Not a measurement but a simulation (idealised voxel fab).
Process module name: voxel wiring stack
Square cell edge 5 nm, section width 190 nm, ID cut.
Cross-section = grid of square cells, listed top down in bands; band = one or more rows. Basically the band line says how high the top is and how high the bottom is, in nm, and then what's in it from left to right, every material with its width in nm. Empty space shows up as "empty", and if a single material carries "full width" it runs the full band edge to edge. Heights are measured from 0, the level below which the as-received wafer is all one material; the lowest band has no bottom and continues downward, written as in "from 0 down". Read "30..40" as a graded width: first number on top, second number at the bottom, same change between each pair of neighbouring rows. No cell of the cross-section changed in a step that is given as "remained the same". Each empty space that has no open way to the top and spans at least 8 cells appears under "Enclosed void listing" as width x height at distance, the distance counted from the left edge, all in nm. Text after the settings on a step's line: the simulator's own remark on that step. On any step carrying a mask, the "overlay nm" setting, if present on the step's line, tells how far right of its planned place the mask lay; negative values point to the left.
### The planned process steps are enumerated hereunder
1 RECEIVE: material Si
2 CONFORMAL_DEP: material SiO2, thk nm 15
3 CONFORMAL_DEP: material SiN, thk nm 5
4 DIRECTIONAL_DEP: material lowk, thk nm 20
5 PATTERN: tone open, mask id METAL_1, material resist, width nm 25, pitch nm 45, thk nm 15, overlay nm 0
6 DIRECTIONAL_ETCH: etch materials lowk, depth nm 20
7 DIRECTIONAL_ETCH: etch materials SiN, depth nm 5
8 STRIP: etch materials resist
9 CONFORMAL_DEP: material TiN, thk nm 5
10 FILL_DEP: material Cu, thk nm 10
11 CMP: height nm 40
12 CONFORMAL_DEP: material SiCN, thk nm 5
13 DIRECTIONAL_DEP: material lowk, thk nm 10
14 PATTERN: tone open, mask id PLUG_1, material resist, width nm 15, pitch nm 90, thk nm 20, overlay nm 0
15 DIRECTIONAL_ETCH: etch materials lowk, depth nm 10
16 DIRECTIONAL_ETCH: etch materials SiCN, depth nm 5
17 STRIP: etch materials resist
18 CONFORMAL_DEP: material TiN, thk nm 5
19 FILL_DEP: material W, thk nm 5
20 CMP: height nm 55
21 CONFORMAL_DEP: material SiN, thk nm 5
22 DIRECTIONAL_DEP: material lowk, thk nm 20
23 MASKED_ETCH: tone open, mask id METAL_2, width nm 25, pitch nm 45, etch materials lowk, depth nm 20, overlay nm 0
24 MASKED_ETCH: tone open, mask id METAL_2, width nm 25, pitch nm 45, etch materials SiN, depth nm 5, overlay nm 0
25 CONFORMAL_DEP: material TiN, thk nm 5
26 FILL_DEP: material Cu, thk nm 10
27 CMP: height nm 80
28 EPI: material Ru, thk nm 5
29 FILL_DEP: material SiCN, thk nm 5
### The first of two wafers, run as planned
### As-received wafer cross-section (after step 1)
	from 0 down: Si full width
	Enclosed void listing: none
### After step 2, in cross-section
	from 15 to 0: SiO2 full width
	At heights below 0, the structure remains unaltered.
### After step 3, in cross-section
	from 20 to 15: SiN full width
	At heights below 15, the structure remains unaltered.
### After step 4, in cross-section
	from 40 to 20: lowk full width
	At heights below 20, the structure remains unaltered.
### After step 5, in cross-section
	from 55 to 40: resist 15 nm; empty 25 nm; resist 20 nm; empty 25 nm; resist 20 nm; empty 25 nm; resist 20 nm; empty 25 nm; resist 15 nm
	At heights below 40, the structure remains unaltered.
### After step 6, in cross-section
	from 55 to 40: resist 15 nm; empty 25 nm; resist 20 nm; empty 25 nm; resist 20 nm; empty 25 nm; resist 20 nm; empty 25 nm; resist 15 nm
	from 40 to 20: lowk 15 nm; empty 25 nm; lowk 20 nm; empty 25 nm; lowk 20 nm; empty 25 nm; lowk 20 nm; empty 25 nm; lowk 15 nm
	At heights below 20, the structure remains unaltered.
### After step 7, in cross-section
	from 55 to 40: resist 15 nm; empty 25 nm; resist 20 nm; empty 25 nm; resist 20 nm; empty 25 nm; resist 20 nm; empty 25 nm; resist 15 nm
	from 40 to 20: lowk 15 nm; empty 25 nm; lowk 20 nm; empty 25 nm; lowk 20 nm; empty 25 nm; lowk 20 nm; empty 25 nm; lowk 15 nm
	from 20 to 15: SiN 15 nm; empty 25 nm; SiN 20 nm; empty 25 nm; SiN 20 nm; empty 25 nm; SiN 20 nm; empty 25 nm; SiN 15 nm
	At heights below 15, the structure remains unaltered.
### After step 8, in cross-section
	from 40 to 20: lowk 15 nm; empty 25 nm; lowk 20 nm; empty 25 nm; lowk 20 nm; empty 25 nm; lowk 20 nm; empty 25 nm; lowk 15 nm
	At heights below 20, the structure remains unaltered.
### After step 9, in cross-section
	from 45 to 40: TiN 20 nm; empty 15 nm; TiN 30 nm; empty 15 nm; TiN 30 nm; empty 15 nm; TiN 30 nm; empty 15 nm; TiN 20 nm
	from 40 to 20: lowk 15 nm; TiN 5 nm; empty 15 nm; TiN 5 nm; lowk 20 nm; TiN 5 nm; empty 15 nm; TiN 5 nm; lowk 20 nm; TiN 5 nm; empty 15 nm; TiN 5 nm; lowk 20 nm; TiN 5 nm; empty 15 nm; TiN 5 nm; lowk 15 nm
	from 20 to 15: SiN 15 nm; TiN 25 nm; SiN 20 nm; TiN 25 nm; SiN 20 nm; TiN 25 nm; SiN 20 nm; TiN 25 nm; SiN 15 nm
	At heights below 15, the structure remains unaltered.
### After step 10, in cross-section
	from 55 to 45: Cu full width
	from 45 to 40: TiN 20 nm; Cu 15 nm; TiN 30 nm; Cu 15 nm; TiN 30 nm; Cu 15 nm; TiN 30 nm; Cu 15 nm; TiN 20 nm
	from 40 to 20: lowk 15 nm; TiN 5 nm; Cu 15 nm; TiN 5 nm; lowk 20 nm; TiN 5 nm; Cu 15 nm; TiN 5 nm; lowk 20 nm; TiN 5 nm; Cu 15 nm; TiN 5 nm; lowk 20 nm; TiN 5 nm; Cu 15 nm; TiN 5 nm; lowk 15 nm
	At heights below 20, the structure remains unaltered.
### After step 11, in cross-section
	from 40 to 20: lowk 15 nm; TiN 5 nm; Cu 15 nm; TiN 5 nm; lowk 20 nm; TiN 5 nm; Cu 15 nm; TiN 5 nm; lowk 20 nm; TiN 5 nm; Cu 15 nm; TiN 5 nm; lowk 20 nm; TiN 5 nm; Cu 15 nm; TiN 5 nm; lowk 15 nm
	At heights below 20, the structure remains unaltered.
### After step 12, in cross-section
	from 45 to 40: SiCN full width
	At heights below 40, the structure remains unaltered.
### After step 13, in cross-section
	from 55 to 45: lowk full width
	At heights below 45, the structure remains unaltered.
### After step 14, in cross-section
	from 75 to 55: resist 15 nm; empty 15 nm; resist 75 nm; empty 15 nm; resist 70 nm
	At heights below 55, the structure remains unaltered.
### After step 15, in cross-section
	from 75 to 55: resist 15 nm; empty 15 nm; resist 75 nm; empty 15 nm; resist 70 nm
	from 55 to 45: lowk 15 nm; empty 15 nm; lowk 75 nm; empty 15 nm; lowk 70 nm
	At heights below 45, the structure remains unaltered.
### After step 16, in cross-section
	from 75 to 55: resist 15 nm; empty 15 nm; resist 75 nm; empty 15 nm; resist 70 nm
	from 55 to 45: lowk 15 nm; empty 15 nm; lowk 75 nm; empty 15 nm; lowk 70 nm
	from 45 to 40: SiCN 15 nm; empty 15 nm; SiCN 75 nm; empty 15 nm; SiCN 70 nm
	At heights below 40, the structure remains unaltered.
### After step 17, in cross-section
	from 55 to 45: lowk 15 nm; empty 15 nm; lowk 75 nm; empty 15 nm; lowk 70 nm
	At heights below 45, the structure remains unaltered.
### After step 18, in cross-section
	from 60 to 55: TiN 20 nm; empty 5 nm; TiN 85 nm; empty 5 nm; TiN 75 nm
	from 55 to 45: lowk 15 nm; TiN 5 nm; empty 5 nm; TiN 5 nm; lowk 75 nm; TiN 5 nm; empty 5 nm; TiN 5 nm; lowk 70 nm
	from 45 to 40: SiCN 15 nm; TiN 15 nm; SiCN 75 nm; TiN 15 nm; SiCN 70 nm
	At heights below 40, the structure remains unaltered.
### After step 19, in cross-section
	from 65 to 60: W full width
	from 60 to 55: TiN 20 nm; W 5 nm; TiN 85 nm; W 5 nm; TiN 75 nm
	from 55 to 45: lowk 15 nm; TiN 5 nm; W 5 nm; TiN 5 nm; lowk 75 nm; TiN 5 nm; W 5 nm; TiN 5 nm; lowk 70 nm
	At heights below 45, the structure remains unaltered.
### After step 20, in cross-section
	from 55 to 45: lowk 15 nm; TiN 5 nm; W 5 nm; TiN 5 nm; lowk 75 nm; TiN 5 nm; W 5 nm; TiN 5 nm; lowk 70 nm
	At heights below 45, the structure remains unaltered.
### After step 21, in cross-section
	from 60 to 55: SiN full width
	At heights below 55, the structure remains unaltered.
### After step 22, in cross-section
	from 80 to 60: lowk full width
	At heights below 60, the structure remains unaltered.
### After step 23, in cross-section
	from 80 to 60: lowk 15 nm; empty 25 nm; lowk 20 nm; empty 25 nm; lowk 20 nm; empty 25 nm; lowk 20 nm; empty 25 nm; lowk 15 nm
	At heights below 60, the structure remains unaltered.
### After step 24, in cross-section
	from 80 to 60: lowk 15 nm; empty 25 nm; lowk 20 nm; empty 25 nm; lowk 20 nm; empty 25 nm; lowk 20 nm; empty 25 nm; lowk 15 nm
	from 60 to 55: SiN 15 nm; empty 25 nm; SiN 20 nm; empty 25 nm; SiN 20 nm; empty 25 nm; SiN 20 nm; empty 25 nm; SiN 15 nm
	At heights below 55, the structure remains unaltered.
### After step 25, in cross-section
	from 85 to 80: TiN 20 nm; empty 15 nm; TiN 30 nm; empty 15 nm; TiN 30 nm; empty 15 nm; TiN 30 nm; empty 15 nm; TiN 20 nm
	from 80 to 60: lowk 15 nm; TiN 5 nm; empty 15 nm; TiN 5 nm; lowk 20 nm; TiN 5 nm; empty 15 nm; TiN 5 nm; lowk 20 nm; TiN 5 nm; empty 15 nm; TiN 5 nm; lowk 20 nm; TiN 5 nm; empty 15 nm; TiN 5 nm; lowk 15 nm
	from 60 to 55: SiN 15 nm; TiN 25 nm; SiN 20 nm; TiN 25 nm; SiN 20 nm; TiN 25 nm; SiN 20 nm; TiN 25 nm; SiN 15 nm
	At heights below 55, the structure remains unaltered.
### After step 26, in cross-section
	from 95 to 85: Cu full width
	from 85 to 80: TiN 20 nm; Cu 15 nm; TiN 30 nm; Cu 15 nm; TiN 30 nm; Cu 15 nm; TiN 30 nm; Cu 15 nm; TiN 20 nm
	from 80 to 60: lowk 15 nm; TiN 5 nm; Cu 15 nm; TiN 5 nm; lowk 20 nm; TiN 5 nm; Cu 15 nm; TiN 5 nm; lowk 20 nm; TiN 5 nm; Cu 15 nm; TiN 5 nm; lowk 20 nm; TiN 5 nm; Cu 15 nm; TiN 5 nm; lowk 15 nm
	At heights below 60, the structure remains unaltered.
### After step 27, in cross-section
	from 80 to 60: lowk 15 nm; TiN 5 nm; Cu 15 nm; TiN 5 nm; lowk 20 nm; TiN 5 nm; Cu 15 nm; TiN 5 nm; lowk 20 nm; TiN 5 nm; Cu 15 nm; TiN 5 nm; lowk 20 nm; TiN 5 nm; Cu 15 nm; TiN 5 nm; lowk 15 nm
	At heights below 60, the structure remains unaltered.
### After step 28, in cross-section
	from 85 to 80: empty 10 nm; Ru 35 nm; empty 10 nm; Ru 35 nm; empty 10 nm; Ru 35 nm; empty 10 nm; Ru 35 nm; empty 10 nm
	At heights below 80, the structure remains unaltered.
### After step 29, in cross-section
	from 90 to 85: SiCN full width
	from 85 to 80: SiCN 10 nm; Ru 35 nm; SiCN 10 nm; Ru 35 nm; SiCN 10 nm; Ru 35 nm; SiCN 10 nm; Ru 35 nm; SiCN 10 nm
	At heights below 80, the structure remains unaltered.
### Second wafer: same start and same plan as the first, one execution error; identical to the first through step 23
### Cross-section, second wafer, at the end time the plan gives for step 24
	from 80 to 60: lowk 15 nm; empty 25 nm; lowk 20 nm; empty 25 nm; lowk 20 nm; empty 25 nm; lowk 20 nm; empty 25 nm; lowk 15 nm
	from 60 to 55: SiN 20 nm; empty 15 nm; SiN 30 nm; empty 15 nm; SiN 30 nm; empty 15 nm; SiN 30 nm; empty 15 nm; SiN 20 nm
	At heights below 55, the structure remains unaltered.
### Cross-section, second wafer, at the end time the plan gives for step 25
	from 85 to 80: TiN 20 nm; empty 15 nm; TiN 30 nm; empty 15 nm; TiN 30 nm; empty 15 nm; TiN 30 nm; empty 15 nm; TiN 20 nm
	from 80 to 65: lowk 15 nm; TiN 5 nm; empty 15 nm; TiN 5 nm; lowk 20 nm; TiN 5 nm; empty 15 nm; TiN 5 nm; lowk 20 nm; TiN 5 nm; empty 15 nm; TiN 5 nm; lowk 20 nm; TiN 5 nm; empty 15 nm; TiN 5 nm; lowk 15 nm
	from 65 to 60: lowk 15 nm; TiN 10 nm; empty 5 nm; TiN 10 nm; lowk 20 nm; TiN 10 nm; empty 5 nm; TiN 10 nm; lowk 20 nm; TiN 10 nm; empty 5 nm; TiN 10 nm; lowk 20 nm; TiN 10 nm; empty 5 nm; TiN 10 nm; lowk 15 nm
	from 60 to 55: SiN 20 nm; TiN 15 nm; SiN 30 nm; TiN 15 nm; SiN 30 nm; TiN 15 nm; SiN 30 nm; TiN 15 nm; SiN 20 nm
	At heights below 55, the structure remains unaltered.
### Cross-section, second wafer, at the end time the plan gives for step 26
	from 95 to 85: Cu full width
	from 85 to 80: TiN 20 nm; Cu 15 nm; TiN 30 nm; Cu 15 nm; TiN 30 nm; Cu 15 nm; TiN 30 nm; Cu 15 nm; TiN 20 nm
	from 80 to 65: lowk 15 nm; TiN 5 nm; Cu 15 nm; TiN 5 nm; lowk 20 nm; TiN 5 nm; Cu 15 nm; TiN 5 nm; lowk 20 nm; TiN 5 nm; Cu 15 nm; TiN 5 nm; lowk 20 nm; TiN 5 nm; Cu 15 nm; TiN 5 nm; lowk 15 nm
	from 65 to 60: lowk 15 nm; TiN 10 nm; Cu 5 nm; TiN 10 nm; lowk 20 nm; TiN 10 nm; Cu 5 nm; TiN 10 nm; lowk 20 nm; TiN 10 nm; Cu 5 nm; TiN 10 nm; lowk 20 nm; TiN 10 nm; Cu 5 nm; TiN 10 nm; lowk 15 nm
	At heights below 60, the structure remains unaltered.
### Cross-section, second wafer, at the end time the plan gives for step 27
	from 80 to 65: lowk 15 nm; TiN 5 nm; Cu 15 nm; TiN 5 nm; lowk 20 nm; TiN 5 nm; Cu 15 nm; TiN 5 nm; lowk 20 nm; TiN 5 nm; Cu 15 nm; TiN 5 nm; lowk 20 nm; TiN 5 nm; Cu 15 nm; TiN 5 nm; lowk 15 nm
	At heights below 65, the structure remains unaltered.
### Cross-section, second wafer, at the end time the plan gives for step 28
	from 85 to 80: empty 10 nm; Ru 35 nm; empty 10 nm; Ru 35 nm; empty 10 nm; Ru 35 nm; empty 10 nm; Ru 35 nm; empty 10 nm
	At heights below 80, the structure remains unaltered.
### Cross-section, second wafer, at the end time the plan gives for step 29
	from 90 to 85: SiCN full width
	from 85 to 80: SiCN 10 nm; Ru 35 nm; SiCN 10 nm; Ru 35 nm; SiCN 10 nm; Ru 35 nm; SiCN 10 nm; Ru 35 nm; SiCN 10 nm
	At heights below 80, the structure remains unaltered.
Run error: the process deviated at step 24: the operation and settings actually run there were MASKED_ETCH: tone open, mask id METAL_2, width nm 15, pitch nm 45, etch materials SiN, depth nm 5, overlay nm 0
The final cell counts differ between the wafers, with the second having more or fewer of some materials than the first: Cu -8 | SiN +8
